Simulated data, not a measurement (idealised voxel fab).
Module name: voxel transistor to metal (process module)
Xsec cut, 195 nm wide, square cell size 5 nm.
Cross-section = grid of square cells, listed top down in bands; band = one or more rows.
In this notation a band is specified by the heights of its top and bottom, in that order and in nm, after which its materials appear from left to right, each paired with its width in nm. The word "throughout" attached to a single material means that material fills the band from edge to edge; the word "empty" stands for empty space.
Where do heights start? At 0: under that level the wafer as delivered is made of one material only. And the lowest band has no floor; it just carries on downward, as in "from 0 down".
Width "30..40": first value at the band's top row of cells, second value at its bottom row, equal change from row to row.
Step note "no change" = no cross-section cell changed.
Empty spaces without an open route to the top, at least 8 cells in extent, make up the entry "Enclosed void entries"; each is given as width x height at distance, where the distance is measured from the left edge, and all are in nm.
The remark found on a step's line after its settings is issued by the simulator itself and pertains to that step.
Each step line may optionally specify "overlay nm", which for a step with a mask gives the rightward distance between the mask's planned place and where it lay, a negative value indicating the leftward direction.
Structure of the following material. The material consists of pairs of cross-sections. Each pair comprises the cross-section before one process step and the cross-section after that step, the latter shown only down to the lowest band that changed. The step between the cross-sections is specified beneath each pair, including its settings. Pairs are not necessarily consecutive: they may derive from different runs of this module performed on the same starting wafer. Continuity with the pair above is to be assumed only where the entry headed "Incoming structure" of the pair in question states it.

Incoming structure:
- from 95 to 75: 55 empty | 15 resist | 50 empty | 15 resist | 60 empty
- from 75 to 65: 55 empty | 15 aC | 50 empty | 15 aC | 60 empty
- from 65 to 50: Ru throughout
- from 50 to 45: TiN throughout
- from 45 to 35: 55 SiO2 | 5 TiN | 15 W | 5 TiN | 30 SiO2 | 5 TiN | 15 W | 5 TiN | 60 SiO2
- from 35 to 30: 55 SiO2 | 5 TiN | 10 W | 10 TiN | 30 SiO2 | 10 TiN | 10 W | 5 TiN | 60 SiO2
- from 30 to 15: 55 SiO2 | 5 TiN | 10 W | 5 TiN | 10 SiN | 20 SiCN | 10 SiN | 5 TiN | 10 W | 5 TiN | 60 SiO2
- from 15 to 0: 55 SiO2 | 5 TiN | 10 W | 5 TiN | 10 SiN | 20 polySi | 10 SiN | 5 TiN | 10 W | 5 TiN | 60 SiO2
- from 0 to -5: 40 SiO2 | 10 SiN | 5 SiO2 | 20 TiN | 10 SiN | 20 polySi | 10 SiN | 20 TiN | 5 SiO2 | 10 SiN | 45 SiO2
- from -5 to -10: 40 SiO2 | 10 SiN | 25 nSi | 10 SiN | 20 SiO2 | 10 SiN | 25 nSi | 10 SiN | 45 SiO2
- from -10 to -45: 50 SiO2 | 90 Si | 55 SiO2
- from -45 down: Si throughout
- Enclosed void entries: none

Cut View, Post-Step:
- from 75 to 65: 55 empty | 15 aC | 50 empty | 15 aC | 60 empty
- below 65: unchanged
- Enclosed void entries: none
For reference, the processing step occurring between the two cross-sections presented above is as follows: STRIP,etch materials resist

Incoming structure: = after-state of the pair above.

Cut View, Post-Step:
- from 75 to 65: 55 empty | 15 aC | 50 empty | 15 aC | 60 empty
- from 65 to 50: 55 empty | 15 Ru | 50 empty | 15 Ru | 60 empty
- below 50: unchanged
- Enclosed void entries: none
For reference, the processing step occurring between the two cross-sections presented above is as follows: DIRECTIONAL_ETCH,etch materials Ru,depth nm 15

Incoming structure: = after-state of the pair above.

Cut View, Post-Step:
- from 75 to 65: 55 empty | 15 aC | 50 empty | 15 aC | 60 empty
- from 65 to 50: 55 empty | 15 Ru | 50 empty | 15 Ru | 60 empty
- from 50 to 45: 55 empty | 15 TiN | 50 empty | 15 TiN | 60 empty
- below 45: unchanged
- Enclosed void entries: none
For reference, the processing step occurring between the two cross-sections presented above is as follows: DIRECTIONAL_ETCH,etch materials TiN,depth nm 5

Incoming structure: = after-state of the pair above.

Cut View, Post-Step:
- from 65 to 50: 55 empty | 15 Ru | 50 empty | 15 Ru | 60 empty
- below 50: unchanged
- Enclosed void entries: none
For reference, the processing step occurring between the two cross-sections presented above is as follows: STRIP,etch materials aC

Incoming structure: = after-state of the pair above.

Cut View, Post-Step:
- from 70 to 65: 50 empty | 25 SiCN | 40 empty | 25 SiCN | 55 empty
- from 65 to 50: 50 empty | 5 SiCN | 15 Ru | 5 SiCN | 40 empty | 5 SiCN | 15 Ru | 5 SiCN | 55 empty
- from 50 to 45: 55 SiCN | 15 TiN | 50 SiCN | 15 TiN | 60 SiCN
- below 45: unchanged
- Enclosed void entries: none
For reference, the processing step occurring between the two cross-sections presented above is as follows: CONFORMAL_DEP,material SiCN,thk nm 5

Incoming structure: = after-state of the pair above.

Cut View, Post-Step:
- from 75 to 70: lowk throughout
- from 70 to 65: 50 lowk | 25 SiCN | 40 lowk | 25 SiCN | 55 lowk
- from 65 to 50: 50 lowk | 5 SiCN | 15 Ru | 5 SiCN | 40 lowk | 5 SiCN | 15 Ru | 5 SiCN | 55 lowk
- below 50: unchanged
- Enclosed void entries: none
For reference, the processing step occurring between the two cross-sections presented above is as follows: FILL_DEP,material lowk,thk nm 5

Incoming structure: = after-state of the pair above.

Cut View, Post-Step:
- from 65 to 50: 50 lowk | 5 SiCN | 15 Ru | 5 SiCN | 40 lowk | 5 SiCN | 15 Ru | 5 SiCN | 55 lowk
- below 50: unchanged
- Enclosed void entries: none
For reference, the processing step occurring between the two cross-sections presented above is as follows: CMP,height nm 65

Incoming structure: = after-state of the pair above.

Cut View, Post-Step:
- from 70 to 65: SiN throughout
- below 65: unchanged
- Enclosed void entries: none
For reference, the processing step occurring between the two cross-sections presented above is as follows: CONFORMAL_DEP,material SiN,thk nm 5

Incoming structure:
- from 40 to 30: 40 SiCN | 110 empty | 45 SiCN
- from 30 to 25: SiCN throughout
- from 25 to 15: 40 polySi | 110 SiCN | 45 polySi
- from 15 to 5: polySi throughout
- from 5 to -5: 40 SiO2 | 110 polySi | 45 SiO2
- from -5 to -10: SiO2 throughout
- from -10 to -45: 50 SiO2 | 90 Si | 55 SiO2
- from -45 down: Si throughout
- Enclosed void entries: none

Cut View, Post-Step:
- from 55 to 45: 40 SiCN | 110 empty | 45 SiCN
- from 45 to 25: SiCN throughout
- below 25: unchanged
- Enclosed void entries: none
For reference, the processing step occurring between the two cross-sections presented above is as follows: DIRECTIONAL_DEP,material SiCN,thk nm 15

Incoming structure: = after-state of the pair above.

Cut View, Post-Step:
- from 75 to 55: 85 empty | 20 resist | 90 empty
- from 55 to 45: 40 SiCN | 45 empty | 20 resist | 45 empty | 45 SiCN
- below 45: unchanged
- Enclosed void entries: none
For reference, the processing step occurring between the two cross-sections presented above is as follows: PATTERN,tone cover,mask id GATE,material resist,width nm 20,thk nm 20,overlay nm 0

Incoming structure: = after-state of the pair above.

Cut View, Post-Step:
- from 75 to 45: 85 empty | 20 resist | 90 empty
- from 45 to 30: 85 empty | 20 SiCN | 90 empty
- from 30 to 25: 40 SiCN | 45 empty | 20 SiCN | 45 empty | 45 SiCN
- from 25 to 20: 40 polySi | 45 empty | 20 SiCN | 45 empty | 45 polySi
- below 20: unchanged
- Enclosed void entries: none
For reference, the processing step occurring between the two cross-sections presented above is as follows: DIRECTIONAL_ETCH,etch materials SiCN,depth nm 25

Incoming structure: = after-state of the pair above.

Cut View, Post-Step:
- from 45 to 30: 85 empty | 20 SiCN | 90 empty
- below 30: unchanged
- Enclosed void entries: none
For reference, the processing step occurring between the two cross-sections presented above is as follows: STRIP,etch materials resist

Incoming structure: = after-state of the pair above.

Cut View, Post-Step:
- from 50 to 45: 80 empty | 30 SiO2 | 85 empty
- from 45 to 35: 80 empty | 5 SiO2 | 20 SiCN | 5 SiO2 | 85 empty
- from 35 to 30: 45 SiO2 | 35 empty | 5 SiO2 | 20 SiCN | 5 SiO2 | 35 empty | 50 SiO2
- from 30 to 25: 40 SiCN | 5 SiO2 | 35 empty | 5 SiO2 | 20 SiCN | 5 SiO2 | 35 empty | 5 SiO2 | 45 SiCN
- from 25 to 20: 40 polySi | 45 SiO2 | 20 SiCN | 45 SiO2 | 45 polySi
- below 20: unchanged
- Enclosed void entries: none
For reference, the processing step occurring between the two cross-sections presented above is as follows: CONFORMAL_DEP,material SiO2,thk nm 5

Incoming structure: = after-state of the pair above.

Cut View, Post-Step:
- from 45 to 30: 80 empty | 5 SiO2 | 20 SiCN | 5 SiO2 | 85 empty
- from 30 to 25: 40 SiCN | 5 SiO2 | 35 empty | 5 SiO2 | 20 SiCN | 5 SiO2 | 35 empty | 5 SiO2 | 45 SiCN
- from 25 to 20: 40 polySi | 5 SiO2 | 35 empty | 5 SiO2 | 20 SiCN | 5 SiO2 | 35 empty | 5 SiO2 | 45 polySi
- below 20: unchanged
- Enclosed void entries: none
For reference, the processing step occurring between the two cross-sections presented above is as follows: DIRECTIONAL_ETCH,etch materials SiO2,depth nm 5

Incoming structure: = after-state of the pair above.

Cut View, Post-Step:
- from 55 to 45: 70 empty | 50 SiN | 75 empty
- from 45 to 40: 70 empty | 10 SiN | 5 SiO2 | 20 SiCN | 5 SiO2 | 10 SiN | 75 empty
- from 40 to 30: 55 SiN | 15 empty | 10 SiN | 5 SiO2 | 20 SiCN | 5 SiO2 | 10 SiN | 15 empty | 60 SiN
- from 30 to 25: 40 SiCN | 5 SiO2 | 35 SiN | 5 SiO2 | 20 SiCN | 5 SiO2 | 35 SiN | 5 SiO2 | 45 SiCN
- from 25 to 20: 40 polySi | 5 SiO2 | 35 SiN | 5 SiO2 | 20 SiCN | 5 SiO2 | 35 SiN | 5 SiO2 | 45 polySi
- below 20: unchanged
- Enclosed void entries: none
For reference, the processing step occurring between the two cross-sections presented above is as follows: CONFORMAL_DEP,material SiN,thk nm 10

Incoming structure: = after-state of the pair above.

Cut View, Post-Step:
- from 45 to 30: 70 empty | 10 SiN | 5 SiO2 | 20 SiCN | 5 SiO2 | 10 SiN | 75 empty
- from 30 to 25: 40 SiCN | 5 SiO2 | 10 SiN | 15 empty | 10 SiN | 5 SiO2 | 20 SiCN | 5 SiO2 | 10 SiN | 15 empty | 10 SiN | 5 SiO2 | 45 SiCN
- from 25 to 20: 40 polySi | 5 SiO2 | 10 SiN | 15 empty | 10 SiN | 5 SiO2 | 20 SiCN | 5 SiO2 | 10 SiN | 15 empty | 10 SiN | 5 SiO2 | 45 polySi
- below 20: unchanged
- Enclosed void entries: none
For reference, the processing step occurring between the two cross-sections presented above is as follows: DIRECTIONAL_ETCH,etch materials SiN,depth nm 10

Incoming structure: = after-state of the pair above.

Cut View, Post-Step:
- from 45 to 40: 70 empty | 10 SiN | 5 empty | 20 SiCN | 5 empty | 10 SiN | 75 empty
- from 40 to 30: 70 empty | 10 SiN | 5 SiO2 | 20 SiCN | 5 SiO2 | 10 SiN | 75 empty
- from 30 to 25: 40 SiCN | 5 empty | 10 SiN | 15 empty | 10 SiN | 5 SiO2 | 20 SiCN | 5 SiO2 | 10 SiN | 15 empty | 10 SiN | 5 empty | 45 SiCN
- below 25: unchanged
- Enclosed void entries: none
For reference, the processing step occurring between the two cross-sections presented above is as follows: DIRECTIONAL_ETCH,etch materials SiO2,depth nm 5

Incoming structure: = after-state of the pair above.

Cut View, Post-Step:
- from 50 to 45: SiO2 throughout
- from 45 to 30: 70 SiO2 | 10 SiN | 5 SiO2 | 20 SiCN | 5 SiO2 | 10 SiN | 75 SiO2
- from 30 to 25: 40 SiCN | 5 SiO2 | 10 SiN | 15 SiO2 | 10 SiN | 5 SiO2 | 20 SiCN | 5 SiO2 | 10 SiN | 15 SiO2 | 10 SiN | 5 SiO2 | 45 SiCN
- from 25 to 20: 40 polySi | 5 SiO2 | 10 SiN | 15 SiO2 | 10 SiN | 5 SiO2 | 20 SiCN | 5 SiO2 | 10 SiN | 15 SiO2 | 10 SiN | 5 SiO2 | 45 polySi
- below 20: unchanged
- Enclosed void entries: none
For reference, the processing step occurring between the two cross-sections presented above is as follows: FILL_DEP,material SiO2,thk nm 5

Incoming structure: = after-state of the pair above.

Cut View, Post-Step:
- from 30 to 25: 40 SiCN | 5 SiO2 | 10 SiN | 15 SiO2 | 10 SiN | 5 SiO2 | 20 SiCN | 5 SiO2 | 10 SiN | 15 SiO2 | 10 SiN | 5 SiO2 | 45 SiCN
- below 25: unchanged
- Enclosed void entries: none
For reference, the processing step occurring between the two cross-sections presented above is as follows: CMP,height nm 30

Incoming structure: = after-state of the pair above.

Cut View, Post-Step:
- from 45 to 30: SiO2 throughout
- below 30: unchanged
- Enclosed void entries: none
For reference, the processing step occurring between the two cross-sections presented above is as follows: DIRECTIONAL_DEP,material SiO2,thk nm 15

Incoming structure: = after-state of the pair above.

Cut View, Post-Step:
- from 45 to 30: 55 SiO2 | 25 empty | 30 SiO2 | 25 empty | 60 SiO2
- from 30 to 25: 40 SiCN | 5 SiO2 | 10 SiN | 15 empty | 10 SiN | 5 SiO2 | 20 SiCN | 5 SiO2 | 10 SiN | 15 empty | 10 SiN | 5 SiO2 | 45 SiCN
- from 25 to 20: 40 polySi | 5 SiO2 | 10 SiN | 15 empty | 10 SiN | 5 SiO2 | 20 SiCN | 5 SiO2 | 10 SiN | 15 empty | 10 SiN | 5 SiO2 | 45 polySi
- below 20: unchanged
- Enclosed void entries: none
For reference, the processing step occurring between the two cross-sections presented above is as follows: MASKED_ETCH,tone open,mask id CONTACT,width nm 25,pitch nm 55,etch materials SiO2,depth nm 50,overlay nm 0

Incoming structure: = after-state of the pair above.

Cut View, Post-Step:
- from 50 to 45: 60 TiN | 15 empty | 40 TiN | 15 empty | 65 TiN
- from 45 to 35: 55 SiO2 | 5 TiN | 15 empty | 5 TiN | 30 SiO2 | 5 TiN | 15 empty | 5 TiN | 60 SiO2
- from 35 to 30: 55 SiO2 | 5 TiN | 5 empty | 15 TiN | 30 SiO2 | 15 TiN | 5 empty | 5 TiN | 60 SiO2
- from 30 to 25: 40 SiCN | 5 SiO2 | 10 SiN | 5 TiN | 5 empty | 5 TiN | 10 SiN | 5 SiO2 | 20 SiCN | 5 SiO2 | 10 SiN | 5 TiN | 5 empty | 5 TiN | 10 SiN | 5 SiO2 | 45 SiCN
- from 25 to 20: 40 polySi | 5 SiO2 | 10 SiN | 15 TiN | 10 SiN | 5 SiO2 | 20 SiCN | 5 SiO2 | 10 SiN | 15 TiN | 10 SiN | 5 SiO2 | 45 polySi
- below 20: unchanged
- Enclosed void entries: none
For reference, the processing step occurring between the two cross-sections presented above is as follows: CONFORMAL_DEP,material TiN,thk nm 5

Incoming structure: = after-state of the pair above.

Cut View, Post-Step:
- from 55 to 50: W throughout
- from 50 to 45: 60 TiN | 15 W | 40 TiN | 15 W | 65 TiN
- from 45 to 35: 55 SiO2 | 5 TiN | 15 W | 5 TiN | 30 SiO2 | 5 TiN | 15 W | 5 TiN | 60 SiO2
- from 35 to 30: 55 SiO2 | 5 TiN | 5 W | 15 TiN | 30 SiO2 | 15 TiN | 5 W | 5 TiN | 60 SiO2
- from 30 to 25: 40 SiCN | 5 SiO2 | 10 SiN | 5 TiN | 5 W | 5 TiN | 10 SiN | 5 SiO2 | 20 SiCN | 5 SiO2 | 10 SiN | 5 TiN | 5 W | 5 TiN | 10 SiN | 5 SiO2 | 45 SiCN
- below 25: unchanged
- Enclosed void entries: none
For reference, the processing step occurring between the two cross-sections presented above is as follows: FILL_DEP,material W,thk nm 5

Incoming structure: = after-state of the pair above.

Cut View, Post-Step:
- from 45 to 35: 55 SiO2 | 5 TiN | 15 W | 5 TiN | 30 SiO2 | 5 TiN | 15 W | 5 TiN | 60 SiO2
- below 35: unchanged
- Enclosed void entries: none
For reference, the processing step occurring between the two cross-sections presented above is as follows: CMP,height nm 45

Incoming structure: = after-state of the pair above.

Cut View, Post-Step:
- from 50 to 45: TiN throughout
- below 45: unchanged
- Enclosed void entries: none
For reference, the processing step occurring between the two cross-sections presented above is as follows: DIRECTIONAL_DEP,material TiN,thk nm 5

Incoming structure: = after-state of the pair above.

Cut View, Post-Step:
- from 65 to 50: Ru throughout
- below 50: unchanged
- Enclosed void entries: none
For reference, the processing step occurring between the two cross-sections presented above is as follows: DIRECTIONAL_DEP,material Ru,thk nm 15

Incoming structure: = after-state of the pair above.

Cut View, Post-Step:
- from 75 to 65: aC throughout
- below 65: unchanged
- Enclosed void entries: none
For reference, the processing step occurring between the two cross-sections presented above is as follows: DIRECTIONAL_DEP,material aC,thk nm 10

Incoming structure: = after-state of the pair above.

Cut View, Post-Step:
- from 105 to 75: 55 empty | 15 resist | 50 empty | 15 resist | 60 empty
- below 75: unchanged
- Enclosed void entries: none
For reference, the processing step occurring between the two cross-sections presented above is as follows: PATTERN,tone cover,mask id METAL_1,material resist,width nm 15,pitch nm 65,thk nm 30,overlay nm 0

Incoming structure: = after-state of the pair above.

Cut View, Post-Step:
- from 95 to 75: 55 empty | 15 resist | 50 empty | 15 resist | 60 empty
- from 75 to 65: 55 empty | 15 aC | 50 empty | 15 aC | 60 empty
- below 65: unchanged
- Enclosed void entries: none
For reference, the processing step occurring between the two cross-sections presented above is as follows: DIRECTIONAL_ETCH,etch materials aC,depth nm 10

Incoming structure: = after-state of the pair above.

Cut View, Post-Step:
- from 75 to 65: 55 empty | 15 aC | 50 empty | 15 aC | 60 empty
- below 65: unchanged
- Enclosed void entries: none
For reference, the processing step occurring between the two cross-sections presented above is as follows: STRIP,etch materials resist

Incoming structure: = after-state of the pair above.

Cut View, Post-Step:
- from 75 to 65: 55 empty | 15 aC | 50 empty | 15 aC | 60 empty
- from 65 to 50: 55 empty | 15 Ru | 50 empty | 15 Ru | 60 empty
- below 50: unchanged
- Enclosed void entries: none
For reference, the processing step occurring between the two cross-sections presented above is as follows: DIRECTIONAL_ETCH,etch materials Ru,depth nm 15

Incoming structure: = after-state of the pair above.

Cut View, Post-Step:
- from 75 to 65: 55 empty | 15 aC | 50 empty | 15 aC | 60 empty
- from 65 to 50: 55 empty | 15 Ru | 50 empty | 15 Ru | 60 empty
- from 50 to 45: 55 empty | 15 TiN | 50 empty | 15 TiN | 60 empty
- below 45: unchanged
- Enclosed void entries: none
For reference, the processing step occurring between the two cross-sections presented above is as follows: DIRECTIONAL_ETCH,etch materials TiN,depth nm 5

Incoming structure: = after-state of the pair above.

Cut View, Post-Step:
- from 65 to 50: 55 empty | 15 Ru | 50 empty | 15 Ru | 60 empty
- below 50: unchanged
- Enclosed void entries: none
For reference, the processing step occurring between the two cross-sections presented above is as follows: STRIP,etch materials aC

Incoming structure: = after-state of the pair above.

Cut View, Post-Step:
- from 70 to 65: 50 empty | 25 SiCN | 40 empty | 25 SiCN | 55 empty
- from 65 to 50: 50 empty | 5 SiCN | 15 Ru | 5 SiCN | 40 empty | 5 SiCN | 15 Ru | 5 SiCN | 55 empty
- from 50 to 45: 55 SiCN | 15 TiN | 50 SiCN | 15 TiN | 60 SiCN
- below 45: unchanged
- Enclosed void entries: none
For reference, the processing step occurring between the two cross-sections presented above is as follows: CONFORMAL_DEP,material SiCN,thk nm 5

Incoming structure: = after-state of the pair above.

Cut View, Post-Step:
- from 75 to 70: lowk throughout
- from 70 to 65: 50 lowk | 25 SiCN | 40 lowk | 25 SiCN | 55 lowk
- from 65 to 50: 50 lowk | 5 SiCN | 15 Ru | 5 SiCN | 40 lowk | 5 SiCN | 15 Ru | 5 SiCN | 55 lowk
- below 50: unchanged
- Enclosed void entries: none
For reference, the processing step occurring between the two cross-sections presented above is as follows: FILL_DEP,material lowk,thk nm 5

Incoming structure: = after-state of the pair above.

Cut View, Post-Step:
- from 65 to 50: 50 lowk | 5 SiCN | 15 Ru | 5 SiCN | 40 lowk | 5 SiCN | 15 Ru | 5 SiCN | 55 lowk
- below 50: unchanged
- Enclosed void entries: none
For reference, the processing step occurring between the two cross-sections presented above is as follows: CMP,height nm 65

Incoming structure: = after-state of the pair above.

Cut View, Post-Step:
- from 70 to 65: SiN throughout
- below 65: unchanged
- Enclosed void entries: none
For reference, the processing step occurring between the two cross-sections presented above is as follows: CONFORMAL_DEP,material SiN,thk nm 5

Incoming structure:
- from 30 to 15: 70 SiO2 | 10 SiN | 5 SiO2 | 20 SiCN | 5 SiO2 | 10 SiN | 75 SiO2
- from 15 to 5: 70 SiO2 | 10 SiN | 5 SiO2 | 20 polySi | 5 SiO2 | 10 SiN | 75 SiO2
- from 5 to -5: 45 SiO2 | 10 SiN | 15 SiO2 | 10 SiN | 5 SiO2 | 20 polySi | 5 SiO2 | 10 SiN | 15 SiO2 | 10 SiN | 50 SiO2
- from -5 to -10: 55 SiO2 | 15 nSi | 50 SiO2 | 15 nSi | 60 SiO2
- from -10 to -45: 50 SiO2 | 90 Si | 55 SiO2
- from -45 down: Si throughout
- Enclosed void entries: none

Cut View, Post-Step:
- from 30 to 15: 55 SiO2 | 15 empty | 10 SiN | 5 SiO2 | 20 SiCN | 5 SiO2 | 10 SiN | 15 empty | 60 SiO2
- from 15 to 5: 55 SiO2 | 15 empty | 10 SiN | 5 SiO2 | 20 polySi | 5 SiO2 | 10 SiN | 15 empty | 60 SiO2
- from 5 to -5: 45 SiO2 | 10 SiN | 15 empty | 10 SiN | 5 SiO2 | 20 polySi | 5 SiO2 | 10 SiN | 15 empty | 10 SiN | 50 SiO2
- below -5: unchanged
- Enclosed void entries: none
For reference, the processing step occurring between the two cross-sections presented above is as follows: MASKED_ETCH,tone open,mask id CONTACT,width nm 25,pitch nm 55,etch materials SiO2,depth nm 50,overlay nm 0

Incoming structure: = after-state of the pair above.

Cut View, Post-Step:
- from 45 to 30: 55 SiO2 | 15 empty | 50 SiO2 | 15 empty | 60 SiO2
- from 30 to 15: 55 SiO2 | 15 empty | 10 SiN | 5 SiO2 | 20 SiCN | 5 SiO2 | 10 SiN | 15 empty | 60 SiO2
- from 15 to 10: 55 SiO2 | 15 empty | 10 SiN | 5 SiO2 | 20 polySi | 5 SiO2 | 10 SiN | 15 empty | 60 SiO2
- from 10 to 5: 70 SiO2 | 10 SiN | 5 SiO2 | 20 polySi | 5 SiO2 | 10 SiN | 75 SiO2
- from 5 to -5: 45 SiO2 | 10 SiN | 15 SiO2 | 10 SiN | 5 SiO2 | 20 polySi | 5 SiO2 | 10 SiN | 15 SiO2 | 10 SiN | 50 SiO2
- below -5: unchanged
- Enclosed void entries: none
For reference, the processing step occurring between the two cross-sections presented above is as follows: DIRECTIONAL_DEP,material SiO2,thk nm 15

Incoming structure: = after-state of the pair above.

Cut View, Post-Step:
- from 50 to 45: 60 TiN | 5 empty | 60 TiN | 5 empty | 65 TiN
- from 45 to 30: 55 SiO2 | 5 TiN | 5 empty | 5 TiN | 50 SiO2 | 5 TiN | 5 empty | 5 TiN | 60 SiO2
- from 30 to 15: 55 SiO2 | 5 TiN | 5 empty | 5 TiN | 10 SiN | 5 SiO2 | 20 SiCN | 5 SiO2 | 10 SiN | 5 TiN | 5 empty | 5 TiN | 60 SiO2
- from 15 to 10: 55 SiO2 | 15 TiN | 10 SiN | 5 SiO2 | 20 polySi | 5 SiO2 | 10 SiN | 15 TiN | 60 SiO2
- below 10: unchanged
- Enclosed void entries: none
For reference, the processing step occurring between the two cross-sections presented above is as follows: CONFORMAL_DEP,material TiN,thk nm 5

Incoming structure: = after-state of the pair above.

Cut View, Post-Step:
- from 55 to 50: W throughout
- from 50 to 45: 60 TiN | 5 W | 60 TiN | 5 W | 65 TiN
- from 45 to 30: 55 SiO2 | 5 TiN | 5 W | 5 TiN | 50 SiO2 | 5 TiN | 5 W | 5 TiN | 60 SiO2
- from 30 to 15: 55 SiO2 | 5 TiN | 5 W | 5 TiN | 10 SiN | 5 SiO2 | 20 SiCN | 5 SiO2 | 10 SiN | 5 TiN | 5 W | 5 TiN | 60 SiO2
- below 15: unchanged
- Enclosed void entries: none
For reference, the processing step occurring between the two cross-sections presented above is as follows: FILL_DEP,material W,thk nm 5

Incoming structure: = after-state of the pair above.

Cut View, Post-Step:
- from 45 to 30: 55 SiO2 | 5 TiN | 5 W | 5 TiN | 50 SiO2 | 5 TiN | 5 W | 5 TiN | 60 SiO2
- below 30: unchanged
- Enclosed void entries: none
For reference, the processing step occurring between the two cross-sections presented above is as follows: CMP,height nm 45

Incoming structure: = after-state of the pair above.

Cut View, Post-Step:
- from 50 to 45: TiN throughout
- below 45: unchanged
- Enclosed void entries: none
For reference, the processing step occurring between the two cross-sections presented above is as follows: DIRECTIONAL_DEP,material TiN,thk nm 5

Incoming structure: = after-state of the pair above.

Cut View, Post-Step:
- from 65 to 50: Ru throughout
- below 50: unchanged
- Enclosed void entries: none
For reference, the processing step occurring between the two cross-sections presented above is as follows: DIRECTIONAL_DEP,material Ru,thk nm 15

Incoming structure: = after-state of the pair above.

Cut View, Post-Step:
- from 75 to 65: aC throughout
- below 65: unchanged
- Enclosed void entries: none
For reference, the processing step occurring between the two cross-sections presented above is as follows: DIRECTIONAL_DEP,material aC,thk nm 10

Incoming structure: = after-state of the pair above.

Cut View, Post-Step:
- from 105 to 75: 55 empty | 15 resist | 50 empty | 15 resist | 60 empty
- below 75: unchanged
- Enclosed void entries: none
For reference, the processing step occurring between the two cross-sections presented above is as follows: PATTERN,tone cover,mask id METAL_1,material resist,width nm 15,pitch nm 65,thk nm 30,overlay nm 0

Incoming structure: = after-state of the pair above.

Cut View, Post-Step:
- from 95 to 75: 55 empty | 15 resist | 50 empty | 15 resist | 60 empty
- from 75 to 65: 55 empty | 15 aC | 50 empty | 15 aC | 60 empty
- below 65: unchanged
- Enclosed void entries: none
For reference, the processing step occurring between the two cross-sections presented above is as follows: DIRECTIONAL_ETCH,etch materials aC,depth nm 10

Incoming structure: = after-state of the pair above.

Cut View, Post-Step:
- from 75 to 65: 55 empty | 15 aC | 50 empty | 15 aC | 60 empty
- below 65: unchanged
- Enclosed void entries: none
For reference, the processing step occurring between the two cross-sections presented above is as follows: STRIP,etch materials resist

Incoming structure: = after-state of the pair above.

Cut View, Post-Step:
- from 75 to 65: 55 empty | 15 aC | 50 empty | 15 aC | 60 empty
- from 65 to 50: 55 empty | 15 Ru | 50 empty | 15 Ru | 60 empty
- below 50: unchanged
- Enclosed void entries: none
For reference, the processing step occurring between the two cross-sections presented above is as follows: DIRECTIONAL_ETCH,etch materials Ru,depth nm 15

Incoming structure: = after-state of the pair above.

Cut View, Post-Step:
- from 75 to 65: 55 empty | 15 aC | 50 empty | 15 aC | 60 empty
- from 65 to 50: 55 empty | 15 Ru | 50 empty | 15 Ru | 60 empty
- from 50 to 45: 55 empty | 15 TiN | 50 empty | 15 TiN | 60 empty
- below 45: unchanged
- Enclosed void entries: none
For reference, the processing step occurring between the two cross-sections presented above is as follows: DIRECTIONAL_ETCH,etch materials TiN,depth nm 5

Incoming structure: = after-state of the pair above.

Cut View, Post-Step:
- from 65 to 50: 55 empty | 15 Ru | 50 empty | 15 Ru | 60 empty
- below 50: unchanged
- Enclosed void entries: none
For reference, the processing step occurring between the two cross-sections presented above is as follows: STRIP,etch materials aC

Incoming structure: = after-state of the pair above.

Cut View, Post-Step:
- from 70 to 65: 50 empty | 25 SiCN | 40 empty | 25 SiCN | 55 empty
- from 65 to 50: 50 empty | 5 SiCN | 15 Ru | 5 SiCN | 40 empty | 5 SiCN | 15 Ru | 5 SiCN | 55 empty
- from 50 to 45: 55 SiCN | 15 TiN | 50 SiCN | 15 TiN | 60 SiCN
- below 45: unchanged
- Enclosed void entries: none
For reference, the processing step occurring between the two cross-sections presented above is as follows: CONFORMAL_DEP,material SiCN,thk nm 5

Incoming structure: = after-state of the pair above.

Cut View, Post-Step:
- from 75 to 70: lowk throughout
- from 70 to 65: 50 lowk | 25 SiCN | 40 lowk | 25 SiCN | 55 lowk
- from 65 to 50: 50 lowk | 5 SiCN | 15 Ru | 5 SiCN | 40 lowk | 5 SiCN | 15 Ru | 5 SiCN | 55 lowk
- below 50: unchanged
- Enclosed void entries: none
For reference, the processing step occurring between the two cross-sections presented above is as follows: FILL_DEP,material lowk,thk nm 5

Incoming structure: = after-state of the pair above.

Cut View, Post-Step:
- from 65 to 50: 50 lowk | 5 SiCN | 15 Ru | 5 SiCN | 40 lowk | 5 SiCN | 15 Ru | 5 SiCN | 55 lowk
- below 50: unchanged
- Enclosed void entries: none
For reference, the processing step occurring between the two cross-sections presented above is as follows: CMP,height nm 65

Incoming structure: = after-state of the pair above.

Cut View, Post-Step:
- from 70 to 65: SiN throughout
- below 65: unchanged
- Enclosed void entries: none
For reference, the processing step occurring between the two cross-sections presented above is as follows: CONFORMAL_DEP,material SiN,thk nm 5

Incoming structure:
- from 10 to 0: 45 SiO2 | 100 empty | 50 SiO2
- from 0 to -5: SiO2 throughout
- from -5 to -45: 50 SiO2 | 90 Si | 55 SiO2
- from -45 down: Si throughout
- Enclosed void entries: none

Cut View, Post-Step:
- from -5 to -15: 30 SiO2 | 20 empty | 90 Si | 20 empty | 35 SiO2
- below -15: unchanged
- Enclosed void entries: none
For reference, the processing step occurring between the two cross-sections presented above is as follows: SELECTIVE_ETCH,etch materials SiO2,depth nm 15

Incoming structure: = after-state of the pair above.

Cut View, Post-Step:
- from -5 to -10: 30 SiO2 | 20 empty | 90 SiO2 | 20 empty | 35 SiO2
- from -10 to -15: 30 SiO2 | 20 empty | 5 SiO2 | 80 Si | 5 SiO2 | 20 empty | 35 SiO2
- from -15 to -20: 55 SiO2 | 80 Si | 60 SiO2
- below -20: unchanged
- Enclosed void entries: none
For reference, the processing step occurring between the two cross-sections presented above is as follows: OXIDIZE,depth nm 5

Incoming structure: = after-state of the pair above.

Cut View, Post-Step:
- from 15 to 5: 30 polySi | 20 empty | 90 polySi | 20 empty | 35 polySi
- from 5 to -5: polySi throughout
- from -5 to -10: 30 SiO2 | 20 polySi | 90 SiO2 | 20 polySi | 35 SiO2
- from -10 to -15: 30 SiO2 | 20 polySi | 5 SiO2 | 80 Si | 5 SiO2 | 20 polySi | 35 SiO2
- below -15: unchanged
- Enclosed void entries: none
For reference, the processing step occurring between the two cross-sections presented above is as follows: DIRECTIONAL_DEP,material polySi,thk nm 20

Incoming structure: = after-state of the pair above.

Cut View, Post-Step:
- from 30 to 20: 30 SiCN | 20 empty | 90 SiCN | 20 empty | 35 SiCN
- from 20 to 15: SiCN throughout
- from 15 to 5: 30 polySi | 20 SiCN | 90 polySi | 20 SiCN | 35 polySi
- below 5: unchanged
- Enclosed void entries: none
For reference, the processing step occurring between the two cross-sections presented above is as follows: DIRECTIONAL_DEP,material SiCN,thk nm 15
